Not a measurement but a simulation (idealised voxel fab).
Herein follows the process module entitled voxel self aligned contacts.
In the cross-section labelled cut, the width is 195 nm and each square cell is 5 nm.
For the purposes of this document, a cross-section shall be understood as a grid of square cells, specified as bands listed in top-to-bottom order, each band consisting of one or more rows of cells. Quick guide to a band line: top height, bottom height (nm) up front; then every material left to right with its width in nm. Only one material and it's marked "throughout"? Then it fills the band edge to edge. And "blank" just means empty space. Height is counted from the level 0, under which the received wafer is composed throughout of one material. The lowest of the bands is not closed at the bottom but continues downward, in the notation "0 and below". A two-number width, for instance "30->40", indicates that the width is equal to the first number in the top row of the band and to the second number in the bottom row, and that it changes by a constant amount per row of cells. No cell of the cross-section changed in a step that is given as "no change occurred". "closed voids" enumerates empty spaces isolated from the top, with no open way to it, that contain at least 8 cells, giving each as width x height at distance from the left edge, all three in nm. Anything after a step's settings on that line? It's the simulator's own note about the step. The "overlay nm" setting may appear on a step's line; for a step that uses a mask, it gives how far to the right of its planned position the mask lay, and a negative value indicates the left.
### Listed below are the process steps as planned
step 1: RECEIVE, material Si
step 2: CONFORMAL_DEP, material SiO2, thk nm 5
step 3: DIRECTIONAL_DEP, material polySi, thk nm 30
step 4: DIRECTIONAL_DEP, material SiN, thk nm 15
step 5: PATTERN, tone cover, mask id GATE, material resist, width nm 30, pitch nm 65, thk nm 15, overlay nm 0
step 6: DIRECTIONAL_ETCH, etch materials SiN, depth nm 15
step 7: DIRECTIONAL_ETCH, etch materials polySi, depth nm 30
step 8: STRIP, etch materials resist
step 9: CONFORMAL_DEP, material SiN, thk nm 5
step 10: DIRECTIONAL_ETCH, etch materials SiN, depth nm 5
step 11: FILL_DEP, material SiO2, thk nm 15
step 12: CMP, height nm 60
step 13: MASKED_ETCH, tone open, mask id CONTACT, width nm 45, pitch nm 65, etch materials SiO2, depth nm 60, overlay nm 0
step 14: CONFORMAL_DEP, material TiN, thk nm 5
step 15: FILL_DEP, material Ru, thk nm 5
step 16: CMP, height nm 60
step 17: CONFORMAL_DEP, material SiCN, thk nm 5
### So, the first of our two wafers, run just as we planned it
### As received (post step 1): cross-section
	0 and below  Si throughout
	closed voids: none
### Step 2 done - wafer cross-section
	5 down to 0  SiO2 throughout
	Nothing below the height 0 has changed.
### Step 3 done - wafer cross-section
	35 down to 5  polySi throughout
	Nothing below the height 5 has changed.
### Step 4 done - wafer cross-section
	50 down to 35  SiN throughout
	Nothing below the height 35 has changed.
### Step 5 done - wafer cross-section
	65 down to 50  blank 15, then resist 30, then blank 35, then resist 30, then blank 35, then resist 30, then blank 20
	Nothing below the height 50 has changed.
### Step 6 done - wafer cross-section
	65 down to 50  blank 15, then resist 30, then blank 35, then resist 30, then blank 35, then resist 30, then blank 20
	50 down to 35  blank 15, then SiN 30, then blank 35, then SiN 30, then blank 35, then SiN 30, then blank 20
	Nothing below the height 35 has changed.
### Step 7 done - wafer cross-section
	65 down to 50  blank 15, then resist 30, then blank 35, then resist 30, then blank 35, then resist 30, then blank 20
	50 down to 35  blank 15, then SiN 30, then blank 35, then SiN 30, then blank 35, then SiN 30, then blank 20
	35 down to 5  blank 15, then polySi 30, then blank 35, then polySi 30, then blank 35, then polySi 30, then blank 20
	Nothing below the height 5 has changed.
### Step 8 done - wafer cross-section
	50 down to 35  blank 15, then SiN 30, then blank 35, then SiN 30, then blank 35, then SiN 30, then blank 20
	Nothing below the height 35 has changed.
### Step 9 done - wafer cross-section
	55 down to 35  blank 10, then SiN 40, then blank 25, then SiN 40, then blank 25, then SiN 40, then blank 15
	35 down to 10  blank 10, then SiN 5, then polySi 30, then SiN 5, then blank 25, then SiN 5, then polySi 30, then SiN 5, then blank 25, then SiN 5, then polySi 30, then SiN 5, then blank 15
	10 down to 5  SiN 15, then polySi 30, then SiN 35, then polySi 30, then SiN 35, then polySi 30, then SiN 20
	Nothing below the height 5 has changed.
### Step 10 done - wafer cross-section
	50 down to 35  blank 10, then SiN 40, then blank 25, then SiN 40, then blank 25, then SiN 40, then blank 15
	35 down to 5  blank 10, then SiN 5, then polySi 30, then SiN 5, then blank 25, then SiN 5, then polySi 30, then SiN 5, then blank 25, then SiN 5, then polySi 30, then SiN 5, then blank 15
	Nothing below the height 5 has changed.
### Step 11 done - wafer cross-section
	65 down to 50  SiO2 throughout
	50 down to 35  SiO2 10, then SiN 40, then SiO2 25, then SiN 40, then SiO2 25, then SiN 40, then SiO2 15
	35 down to 5  SiO2 10, then SiN 5, then polySi 30, then SiN 5, then SiO2 25, then SiN 5, then polySi 30, then SiN 5, then SiO2 25, then SiN 5, then polySi 30, then SiN 5, then SiO2 15
	Nothing below the height 5 has changed.
### Step 12 done - wafer cross-section
	60 down to 50  SiO2 throughout
	Nothing below the height 50 has changed.
### Step 13 done - wafer cross-section
	60 down to 50  SiO2 40, then blank 45, then SiO2 20, then blank 45, then SiO2 45
	50 down to 35  SiO2 10, then SiN 40, then blank 25, then SiN 40, then blank 25, then SiN 40, then SiO2 15
	35 down to 5  SiO2 10, then SiN 5, then polySi 30, then SiN 5, then blank 25, then SiN 5, then polySi 30, then SiN 5, then blank 25, then SiN 5, then polySi 30, then SiN 5, then SiO2 15
	5 down to 0  SiO2 50, then blank 25, then SiO2 40, then blank 25, then SiO2 55
	Nothing below the height 0 has changed.
### Step 14 done - wafer cross-section
	65 down to 60  TiN 45, then blank 35, then TiN 30, then blank 35, then TiN 50
	60 down to 50  SiO2 40, then TiN 5->15, then blank 35->15, then TiN 5->15, then SiO2 20, then TiN 5->15, then blank 35->15, then TiN 5->15, then SiO2 45
	50 down to 35  SiO2 10, then SiN 40, then TiN 5, then blank 15, then TiN 5, then SiN 40, then TiN 5, then blank 15, then TiN 5, then SiN 40, then SiO2 15
	35 down to 5  SiO2 10, then SiN 5, then polySi 30, then SiN 5, then TiN 5, then blank 15, then TiN 5, then SiN 5, then polySi 30, then SiN 5, then TiN 5, then blank 15, then TiN 5, then SiN 5, then polySi 30, then SiN 5, then SiO2 15
	5 down to 0  SiO2 50, then TiN 25, then SiO2 40, then TiN 25, then SiO2 55
	Nothing below the height 0 has changed.
### Step 15 done - wafer cross-section
	70 down to 65  Ru throughout
	65 down to 60  TiN 45, then Ru 35, then TiN 30, then Ru 35, then TiN 50
	60 down to 50  SiO2 40, then TiN 5->15, then Ru 35->15, then TiN 5->15, then SiO2 20, then TiN 5->15, then Ru 35->15, then TiN 5->15, then SiO2 45
	50 down to 35  SiO2 10, then SiN 40, then TiN 5, then Ru 15, then TiN 5, then SiN 40, then TiN 5, then Ru 15, then TiN 5, then SiN 40, then SiO2 15
	35 down to 5  SiO2 10, then SiN 5, then polySi 30, then SiN 5, then TiN 5, then Ru 15, then TiN 5, then SiN 5, then polySi 30, then SiN 5, then TiN 5, then Ru 15, then TiN 5, then SiN 5, then polySi 30, then SiN 5, then SiO2 15
	Nothing below the height 5 has changed.
### Step 16 done - wafer cross-section
	60 down to 50  SiO2 40, then TiN 5->15, then Ru 35->15, then TiN 5->15, then SiO2 20, then TiN 5->15, then Ru 35->15, then TiN 5->15, then SiO2 45
	Nothing below the height 50 has changed.
### Step 17 done - wafer cross-section
	65 down to 60  SiCN throughout
	Nothing below the height 60 has changed.
### Okay, second wafer. Nothing different at the start, nothing different in the plan, just one mistake somewhere in the running. As far as step 3, counting that step, it's the first wafer all over again
### Cross-section: second wafer, time at which step 4 was scheduled to end
	50 down to 35  SiCN throughout
	Nothing below the height 35 has changed.
### Cross-section: second wafer, time at which step 5 was scheduled to end
	65 down to 50  blank 15, then resist 30, then blank 35, then resist 30, then blank 35, then resist 30, then blank 20
	Nothing below the height 50 has changed.
Cross-section: second wafer, time at which step 6 was scheduled to end: no change occurred
Cross-section: second wafer, time at which step 7 was scheduled to end: no change occurred
### Cross-section: second wafer, time at which step 8 was scheduled to end
	50 down to 35  SiCN throughout
	Nothing below the height 35 has changed.
### Cross-section: second wafer, time at which step 9 was scheduled to end
	55 down to 50  SiN throughout
	Nothing below the height 50 has changed.
### Cross-section: second wafer, time at which step 10 was scheduled to end
	50 down to 35  SiCN throughout
	Nothing below the height 35 has changed.
### Cross-section: second wafer, time at which step 11 was scheduled to end
	65 down to 50  SiO2 throughout
	Nothing below the height 50 has changed.
### Cross-section: second wafer, time at which step 12 was scheduled to end
	60 down to 50  SiO2 throughout
	Nothing below the height 50 has changed.
### Cross-section: second wafer, time at which step 13 was scheduled to end
	60 down to 50  SiO2 40, then blank 45, then SiO2 20, then blank 45, then SiO2 45
	Nothing below the height 50 has changed.
### Cross-section: second wafer, time at which step 14 was scheduled to end
	65 down to 60  TiN 45, then blank 35, then TiN 30, then blank 35, then TiN 50
	60 down to 55  SiO2 40, then TiN 5, then blank 35, then TiN 5, then SiO2 20, then TiN 5, then blank 35, then TiN 5, then SiO2 45
	55 down to 50  SiO2 40, then TiN 45, then SiO2 20, then TiN 45, then SiO2 45
	Nothing below the height 50 has changed.
### Cross-section: second wafer, time at which step 15 was scheduled to end
	70 down to 65  Ru throughout
	65 down to 60  TiN 45, then Ru 35, then TiN 30, then Ru 35, then TiN 50
	60 down to 55  SiO2 40, then TiN 5, then Ru 35, then TiN 5, then SiO2 20, then TiN 5, then Ru 35, then TiN 5, then SiO2 45
	Nothing below the height 55 has changed.
### Cross-section: second wafer, time at which step 16 was scheduled to end
	60 down to 55  SiO2 40, then TiN 5, then Ru 35, then TiN 5, then SiO2 20, then TiN 5, then Ru 35, then TiN 5, then SiO2 45
	Nothing below the height 55 has changed.
### Cross-section: second wafer, time at which step 17 was scheduled to end
	65 down to 60  SiCN throughout
	Nothing below the height 60 has changed.
Misprocessing identified: step 4 was processed under conditions differing from the plan, specifically as DIRECTIONAL_DEP, material SiCN, thk nm 15
End check, counted in cells, second wafer has more or fewer of these materials than the first: 60 fewer of Ru, 117 more of SiCN, 108 fewer of SiN, 35 fewer of SiO2, 40 fewer of TiN, 126 more of polySi
